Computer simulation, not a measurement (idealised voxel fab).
Module name: voxel wiring stack (process module)
The width of the displayed cross-section, cut, is 200 nm; its cells are square, with a size of 5 nm.
In what follows, cross-sections appear as grids of square cells, described through bands that run from the top down, where every band is one or more rows of cells. Look at the band entry: it leads with the top's height and the bottom's height in nm. Then it lists the materials left to right, with a width in nm for each. The word "throughout" on a single material says that material fills the band edge to edge. The word "air" is empty space. All heights in this document are referenced to 0, defined as the level beneath which the wafer, as received, consists entirely of one material. The lowest band is not bounded below; it extends indefinitely downward and is written in the form "z 0 and below". Width: "30 to 40" (first number = top row, second number = bottom row, same change from row to row of cells). Take "no change" at face value: in the step it is given for, the cross-section changed in none of its cells. Listed in "Voids, fully enclosed": every empty space of 8 or more cells without an open way to the top. Form: width x height at distance, the distance being from the left edge, all in nm. after a step's settings: what the simulator itself notes on the step. overlay nm: where the mask lay relative to plan, measured to the right, on steps with a mask; negatives go left.
Planned process steps:
1,RECEIVE [material Si]
2,CONFORMAL_DEP [material SiO2] [thk nm 15]
3,DIRECTIONAL_DEP [material TiN] [thk nm 5]
4,DIRECTIONAL_DEP [material W] [thk nm 25]
5,PATTERN [tone cover] [mask id METAL_1] [material resist] [width nm 25] [pitch nm 55] [thk nm 20] [overlay nm 0]
6,DIRECTIONAL_ETCH [etch materials W] [depth nm 25]
7,DIRECTIONAL_ETCH [etch materials TiN] [depth nm 5]
8,STRIP [etch materials resist]
9,CONFORMAL_DEP [material SiCN] [thk nm 5]
10,FILL_DEP [material lowk] [thk nm 5]
11,CMP [height nm 45]
12,CONFORMAL_DEP [material SiCN] [thk nm 5]
13,DIRECTIONAL_DEP [material lowk] [thk nm 20]
14,DIRECTIONAL_DEP [material aC] [thk nm 15]
15,PATTERN [tone open] [mask id PLUG_1] [material resist] [width nm 15] [thk nm 30] [overlay nm 0]
16,DIRECTIONAL_ETCH [etch materials aC] [depth nm 15]
17,STRIP [etch materials resist]
18,DIRECTIONAL_ETCH [etch materials lowk] [depth nm 20]
19,DIRECTIONAL_ETCH [etch materials SiCN] [depth nm 5]
20,STRIP [etch materials aC]
21,EPI [material Ru] [thk nm 10]
22,EPI [material Ru] [thk nm 10]
23,EPI [material Ru] [thk nm 5]
24,DIRECTIONAL_DEP [material TiN] [thk nm 5]
25,DIRECTIONAL_DEP [material Ru] [thk nm 20]
26,DIRECTIONAL_DEP [material aC] [thk nm 15]
27,PATTERN [tone cover] [mask id METAL_2] [material resist] [width nm 25] [pitch nm 55] [thk nm 30] [overlay nm 0]
28,DIRECTIONAL_ETCH [etch materials aC] [depth nm 15]
29,STRIP [etch materials resist]
30,DIRECTIONAL_ETCH [etch materials Ru] [depth nm 20]
31,DIRECTIONAL_ETCH [etch materials TiN] [depth nm 5]
32,STRIP [etch materials aC]
33,CONFORMAL_DEP [material SiN] [thk nm 5]
34,FILL_DEP [material SiO2] [thk nm 10]
35,CMP [height nm 95]
36,CONFORMAL_DEP [material SiCN] [thk nm 5]
37,DIRECTIONAL_DEP [material lowk] [thk nm 10]
38,DIRECTIONAL_DEP [material aC] [thk nm 10]
39,PATTERN [tone open] [mask id PLUG_2] [material resist] [width nm 15] [pitch nm 55] [thk nm 25] [overlay nm 0]
40,DIRECTIONAL_ETCH [etch materials aC] [depth nm 10]
41,STRIP [etch materials resist]
42,DIRECTIONAL_ETCH [etch materials lowk] [depth nm 10]
43,DIRECTIONAL_ETCH [etch materials SiCN] [depth nm 5]
44,STRIP [etch materials aC]
45,CONFORMAL_DEP [material TiN] [thk nm 5]
46,FILL_DEP [material Ru] [thk nm 10]
47,CMP [height nm 110]
48,CONFORMAL_DEP [material SiN] [thk nm 5]
49,DIRECTIONAL_DEP [material SiO2] [thk nm 25]
50,PATTERN [tone open] [mask id METAL_3] [material resist] [width nm 25] [pitch nm 55] [thk nm 20] [overlay nm 0]
51,DIRECTIONAL_ETCH [etch materials SiO2] [depth nm 25]
52,DIRECTIONAL_ETCH [etch materials SiN] [depth nm 5]
53,STRIP [etch materials resist]
54,CONFORMAL_DEP [material TiN] [thk nm 5]
55,FILL_DEP [material Cu] [thk nm 10]
56,CMP [height nm 140]
57,CONFORMAL_DEP [material SiCN] [thk nm 5]
First out of two wafers; run went to plan:
The cross-section here shows the wafer as received, i.e. in its state after step 1:
	z 0 and below  Si throughout
	Voids, fully enclosed: none
Wafer section view after processing step 2:
	z 15 to 0  SiO2 throughout
	At heights below 0, the structure remains unaltered.
Wafer section view after processing step 3:
	z 20 to 15  TiN throughout
	At heights below 15, the structure remains unaltered.
Wafer section view after processing step 4:
	z 45 to 20  W throughout
	At heights below 20, the structure remains unaltered.
Wafer section view after processing step 5:
	z 65 to 45  air: 60  resist: 25  air: 30  resist: 25  air: 60
	At heights below 45, the structure remains unaltered.
Wafer section view after processing step 6:
	z 65 to 45  air: 60  resist: 25  air: 30  resist: 25  air: 60
	z 45 to 20  air: 60  W: 25  air: 30  W: 25  air: 60
	At heights below 20, the structure remains unaltered.
Wafer section view after processing step 7:
	z 65 to 45  air: 60  resist: 25  air: 30  resist: 25  air: 60
	z 45 to 20  air: 60  W: 25  air: 30  W: 25  air: 60
	z 20 to 15  air: 60  TiN: 25  air: 30  TiN: 25  air: 60
	At heights below 15, the structure remains unaltered.
Wafer section view after processing step 8:
	z 45 to 20  air: 60  W: 25  air: 30  W: 25  air: 60
	At heights below 20, the structure remains unaltered.
Wafer section view after processing step 9:
	z 50 to 45  air: 55  SiCN: 35  air: 20  SiCN: 35  air: 55
	z 45 to 20  air: 55  SiCN: 5  W: 25  SiCN: 5  air: 20  SiCN: 5  W: 25  SiCN: 5  air: 55
	z 20 to 15  SiCN: 60  TiN: 25  SiCN: 30  TiN: 25  SiCN: 60
	At heights below 15, the structure remains unaltered.
Wafer section view after processing step 10:
	z 55 to 50  lowk throughout
	z 50 to 45  lowk: 55  SiCN: 35  lowk: 20  SiCN: 35  lowk: 55
	z 45 to 20  lowk: 55  SiCN: 5  W: 25  SiCN: 5  lowk: 20  SiCN: 5  W: 25  SiCN: 5  lowk: 55
	At heights below 20, the structure remains unaltered.
Wafer section view after processing step 11:
	z 45 to 20  lowk: 55  SiCN: 5  W: 25  SiCN: 5  lowk: 20  SiCN: 5  W: 25  SiCN: 5  lowk: 55
	At heights below 20, the structure remains unaltered.
Wafer section view after processing step 12:
	z 50 to 45  SiCN throughout
	At heights below 45, the structure remains unaltered.
Wafer section view after processing step 13:
	z 70 to 50  lowk throughout
	At heights below 50, the structure remains unaltered.
Wafer section view after processing step 14:
	z 85 to 70  aC throughout
	At heights below 70, the structure remains unaltered.
Wafer section view after processing step 15:
	z 115 to 85  resist: 60  air: 15  resist: 125
	At heights below 85, the structure remains unaltered.
Wafer section view after processing step 16:
	z 100 to 85  resist: 60  air: 15  resist: 125
	z 85 to 70  aC: 60  air: 15  aC: 125
	At heights below 70, the structure remains unaltered.
Wafer section view after processing step 17:
	z 85 to 70  aC: 60  air: 15  aC: 125
	At heights below 70, the structure remains unaltered.
Wafer section view after processing step 18:
	z 85 to 70  aC: 60  air: 15  aC: 125
	z 70 to 50  lowk: 60  air: 15  lowk: 125
	At heights below 50, the structure remains unaltered.
Wafer section view after processing step 19:
	z 85 to 70  aC: 60  air: 15  aC: 125
	z 70 to 50  lowk: 60  air: 15  lowk: 125
	z 50 to 45  SiCN: 60  air: 15  SiCN: 125
	At heights below 45, the structure remains unaltered.
Wafer section view after processing step 20:
	z 70 to 50  lowk: 60  air: 15  lowk: 125
	At heights below 50, the structure remains unaltered.
Wafer section view after processing step 21:
	z 70 to 55  lowk: 60  air: 15  lowk: 125
	z 55 to 50  lowk: 60  Ru: 15  lowk: 125
	z 50 to 45  SiCN: 60  Ru: 15  SiCN: 125
	At heights below 45, the structure remains unaltered.
Wafer section view after processing step 22:
	z 70 to 65  lowk: 60  air: 15  lowk: 125
	z 65 to 50  lowk: 60  Ru: 15  lowk: 125
	At heights below 50, the structure remains unaltered.
Wafer section view after processing step 23:
	z 70 to 50  lowk: 60  Ru: 15  lowk: 125
	At heights below 50, the structure remains unaltered.
Wafer section view after processing step 24:
	z 75 to 70  TiN throughout
	At heights below 70, the structure remains unaltered.
Wafer section view after processing step 25:
	z 95 to 75  Ru throughout
	At heights below 75, the structure remains unaltered.
Wafer section view after processing step 26:
	z 110 to 95  aC throughout
	At heights below 95, the structure remains unaltered.
Wafer section view after processing step 27:
	z 140 to 110  air: 60  resist: 25  air: 30  resist: 25  air: 60
	At heights below 110, the structure remains unaltered.
Wafer section view after processing step 28:
	z 125 to 110  air: 60  resist: 25  air: 30  resist: 25  air: 60
	z 110 to 95  air: 60  aC: 25  air: 30  aC: 25  air: 60
	At heights below 95, the structure remains unaltered.
Wafer section view after processing step 29:
	z 110 to 95  air: 60  aC: 25  air: 30  aC: 25  air: 60
	At heights below 95, the structure remains unaltered.
Wafer section view after processing step 30:
	z 110 to 95  air: 60  aC: 25  air: 30  aC: 25  air: 60
	z 95 to 75  air: 60  Ru: 25  air: 30  Ru: 25  air: 60
	At heights below 75, the structure remains unaltered.
Wafer section view after processing step 31:
	z 110 to 95  air: 60  aC: 25  air: 30  aC: 25  air: 60
	z 95 to 75  air: 60  Ru: 25  air: 30  Ru: 25  air: 60
	z 75 to 70  air: 60  TiN: 25  air: 30  TiN: 25  air: 60
	At heights below 70, the structure remains unaltered.
Wafer section view after processing step 32:
	z 95 to 75  air: 60  Ru: 25  air: 30  Ru: 25  air: 60
	At heights below 75, the structure remains unaltered.
Wafer section view after processing step 33:
	z 100 to 95  air: 55  SiN: 35  air: 20  SiN: 35  air: 55
	z 95 to 75  air: 55  SiN: 5  Ru: 25  SiN: 5  air: 20  SiN: 5  Ru: 25  SiN: 5  air: 55
	z 75 to 70  SiN: 60  TiN: 25  SiN: 30  TiN: 25  SiN: 60
	At heights below 70, the structure remains unaltered.
Wafer section view after processing step 34:
	z 110 to 100  SiO2 throughout
	z 100 to 95  SiO2: 55  SiN: 35  SiO2: 20  SiN: 35  SiO2: 55
	z 95 to 75  SiO2: 55  SiN: 5  Ru: 25  SiN: 5  SiO2: 20  SiN: 5  Ru: 25  SiN: 5  SiO2: 55
	At heights below 75, the structure remains unaltered.
Wafer section view after processing step 35:
	z 95 to 75  SiO2: 55  SiN: 5  Ru: 25  SiN: 5  SiO2: 20  SiN: 5  Ru: 25  SiN: 5  SiO2: 55
	At heights below 75, the structure remains unaltered.
Wafer section view after processing step 36:
	z 100 to 95  SiCN throughout
	At heights below 95, the structure remains unaltered.
Wafer section view after processing step 37:
	z 110 to 100  lowk throughout
	At heights below 100, the structure remains unaltered.
Wafer section view after processing step 38:
	z 120 to 110  aC throughout
	At heights below 110, the structure remains unaltered.
Wafer section view after processing step 39:
	z 145 to 120  resist: 60  air: 15  resist: 40  air: 15  resist: 70
	At heights below 120, the structure remains unaltered.
Wafer section view after processing step 40:
	z 135 to 120  resist: 60  air: 15  resist: 40  air: 15  resist: 70
	z 120 to 110  aC: 60  air: 15  aC: 40  air: 15  aC: 70
	At heights below 110, the structure remains unaltered.
Wafer section view after processing step 41:
	z 120 to 110  aC: 60  air: 15  aC: 40  air: 15  aC: 70
	At heights below 110, the structure remains unaltered.
Wafer section view after processing step 42:
	z 120 to 110  aC: 60  air: 15  aC: 40  air: 15  aC: 70
	z 110 to 100  lowk: 60  air: 15  lowk: 40  air: 15  lowk: 70
	At heights below 100, the structure remains unaltered.
Wafer section view after processing step 43:
	z 120 to 110  aC: 60  air: 15  aC: 40  air: 15  aC: 70
	z 110 to 100  lowk: 60  air: 15  lowk: 40  air: 15  lowk: 70
	z 100 to 95  SiCN: 60  air: 15  SiCN: 40  air: 15  SiCN: 70
	At heights below 95, the structure remains unaltered.
Wafer section view after processing step 44:
	z 110 to 100  lowk: 60  air: 15  lowk: 40  air: 15  lowk: 70
	At heights below 100, the structure remains unaltered.
Wafer section view after processing step 45:
	z 115 to 110  TiN: 65  air: 5  TiN: 50  air: 5  TiN: 75
	z 110 to 100  lowk: 60  TiN: 5  air: 5  TiN: 5  lowk: 40  TiN: 5  air: 5  TiN: 5  lowk: 70
	z 100 to 95  SiCN: 60  TiN: 15  SiCN: 40  TiN: 15  SiCN: 70
	At heights below 95, the structure remains unaltered.
Wafer section view after processing step 46:
	z 125 to 115  Ru throughout
	z 115 to 110  TiN: 65  Ru: 5  TiN: 50  Ru: 5  TiN: 75
	z 110 to 100  lowk: 60  TiN: 5  Ru: 5  TiN: 5  lowk: 40  TiN: 5  Ru: 5  TiN: 5  lowk: 70
	At heights below 100, the structure remains unaltered.
Wafer section view after processing step 47:
	z 110 to 100  lowk: 60  TiN: 5  Ru: 5  TiN: 5  lowk: 40  TiN: 5  Ru: 5  TiN: 5  lowk: 70
	At heights below 100, the structure remains unaltered.
Wafer section view after processing step 48:
	z 115 to 110  SiN throughout
	At heights below 110, the structure remains unaltered.
Wafer section view after processing step 49:
	z 140 to 115  SiO2 throughout
	At heights below 115, the structure remains unaltered.
Wafer section view after processing step 50:
	z 160 to 140  resist: 60  air: 25  resist: 30  air: 25  resist: 60
	At heights below 140, the structure remains unaltered.
Wafer section view after processing step 51:
	z 160 to 140  resist: 60  air: 25  resist: 30  air: 25  resist: 60
	z 140 to 115  SiO2: 60  air: 25  SiO2: 30  air: 25  SiO2: 60
	At heights below 115, the structure remains unaltered.
Wafer section view after processing step 52:
	z 160 to 140  resist: 60  air: 25  resist: 30  air: 25  resist: 60
	z 140 to 115  SiO2: 60  air: 25  SiO2: 30  air: 25  SiO2: 60
	z 115 to 110  SiN: 60  air: 25  SiN: 30  air: 25  SiN: 60
	At heights below 110, the structure remains unaltered.
Wafer section view after processing step 53:
	z 140 to 115  SiO2: 60  air: 25  SiO2: 30  air: 25  SiO2: 60
	At heights below 115, the structure remains unaltered.
Wafer section view after processing step 54:
	z 145 to 140  TiN: 65  air: 15  TiN: 40  air: 15  TiN: 65
	z 140 to 115  SiO2: 60  TiN: 5  air: 15  TiN: 5  SiO2: 30  TiN: 5  air: 15  TiN: 5  SiO2: 60
	z 115 to 110  SiN: 60  TiN: 25  SiN: 30  TiN: 25  SiN: 60
	At heights below 110, the structure remains unaltered.
Wafer section view after processing step 55:
	z 155 to 145  Cu throughout
	z 145 to 140  TiN: 65  Cu: 15  TiN: 40  Cu: 15  TiN: 65
	z 140 to 115  SiO2: 60  TiN: 5  Cu: 15  TiN: 5  SiO2: 30  TiN: 5  Cu: 15  TiN: 5  SiO2: 60
	At heights below 115, the structure remains unaltered.
Wafer section view after processing step 56:
	z 140 to 115  SiO2: 60  TiN: 5  Cu: 15  TiN: 5  SiO2: 30  TiN: 5  Cu: 15  TiN: 5  SiO2: 60
	At heights below 115, the structure remains unaltered.
Wafer section view after processing step 57:
	z 145 to 140  SiCN throughout
	At heights below 140, the structure remains unaltered.
Wafer two. Same start, same plan, one slip in execution. Same as wafer one through step 49, inclusive:
Cross-sectional view of the second wafer at the intended end time of process step 50:
	z 160 to 140  resist: 65  air: 15  resist: 40  air: 15  resist: 65
	At heights below 140, the structure remains unaltered.
Cross-sectional view of the second wafer at the intended end time of process step 51:
	z 160 to 140  resist: 65  air: 15  resist: 40  air: 15  resist: 65
	z 140 to 115  SiO2: 65  air: 15  SiO2: 40  air: 15  SiO2: 65
	At heights below 115, the structure remains unaltered.
Cross-sectional view of the second wafer at the intended end time of process step 52:
	z 160 to 140  resist: 65  air: 15  resist: 40  air: 15  resist: 65
	z 140 to 115  SiO2: 65  air: 15  SiO2: 40  air: 15  SiO2: 65
	z 115 to 110  SiN: 65  air: 15  SiN: 40  air: 15  SiN: 65
	At heights below 110, the structure remains unaltered.
Cross-sectional view of the second wafer at the intended end time of process step 53:
	z 140 to 115  SiO2: 65  air: 15  SiO2: 40  air: 15  SiO2: 65
	At heights below 115, the structure remains unaltered.
Cross-sectional view of the second wafer at the intended end time of process step 54:
	z 145 to 140  TiN: 70  air: 5  TiN: 50  air: 5  TiN: 70
	z 140 to 115  SiO2: 65  TiN: 5  air: 5  TiN: 5  SiO2: 40  TiN: 5  air: 5  TiN: 5  SiO2: 65
	z 115 to 110  SiN: 65  TiN: 15  SiN: 40  TiN: 15  SiN: 65
	At heights below 110, the structure remains unaltered.
Cross-sectional view of the second wafer at the intended end time of process step 55:
	z 155 to 145  Cu throughout
	z 145 to 140  TiN: 70  Cu: 5  TiN: 50  Cu: 5  TiN: 70
	z 140 to 115  SiO2: 65  TiN: 5  Cu: 5  TiN: 5  SiO2: 40  TiN: 5  Cu: 5  TiN: 5  SiO2: 65
	At heights below 115, the structure remains unaltered.
Cross-sectional view of the second wafer at the intended end time of process step 56:
	z 140 to 115  SiO2: 65  TiN: 5  Cu: 5  TiN: 5  SiO2: 40  TiN: 5  Cu: 5  TiN: 5  SiO2: 65
	At heights below 115, the structure remains unaltered.
Cross-sectional view of the second wafer at the intended end time of process step 57:
	z 145 to 140  SiCN throughout
	At heights below 140, the structure remains unaltered.
Which mistake was made when the wafer was run? step 50 was run on a setting that differed from the plan, and what really ran there is PATTERN [tone open] [mask id METAL_3] [material resist] [width nm 15] [pitch nm 55] [thk nm 20] [overlay nm 0]
Looking at both finished wafers in cells, the second ends up ahead of or behind the first on some materials: -20 Cu; +4 SiN; +20 SiO2; -4 TiN
